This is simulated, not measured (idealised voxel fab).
process module | voxel tone inversion
cross-section cut | 210 nm wide | cells 5 nm
A cross-section is a grid of square cells, given in bands from the top down. A band is one or more rows of cells.
Each band's line starts with the height of the band's top and of its bottom, in nm. Then come its materials from left to right, each with its width in nm. One material with "throughout" fills the band from edge to edge. "air" is empty space.
Height 0 is the level under which the wafer as received is all one material. The lowest band goes on downwards, as in "0 down".
A width such as "30 to 40" changes by the same amount from each row of cells to the next, from the band's top row to its bottom row.
"no change" after a step means that no cell of the cross-section changed.
closed voids: empty space of 8 cells or more with no open way to the top, each as width x height at its distance from the left edge, in nm
after a step's settings: what the simulator itself notes on the step
overlay nm, on a step with a mask: how far to the right of its planned place the mask lay; to the left if negative
plan
1 op RECEIVE | material Si
2 op CONFORMAL_DEP | material SiCN | thk nm 5
3 op DIRECTIONAL_DEP | material aC | thk nm 20
4 op PATTERN | tone cover | mask id POSTS | material resist | width nm 15 | pitch nm 45 | thk nm 30 | overlay nm 0
5 op DIRECTIONAL_ETCH | etch materials aC | depth nm 20
6 op STRIP | etch materials resist
7 op FILL_DEP | material SiO2 | thk nm 5
8 op CMP | height nm 25
9 op STRIP | etch materials aC
as received, after step 1
  0 down: Si throughout
  closed voids: none
a wafer at the end: this start, this plan, one mistake
  25 to 20: SiO2 throughout
  20 to 5: SiO2 75 | aC 15 | SiO2 30 | aC 15 | SiO2 75
  5 to 0: SiCN throughout
  0 down: Si throughout
  closed voids: none
what went wrong: step 3 ran as: op DIRECTIONAL_DEP | material aC | thk nm 15
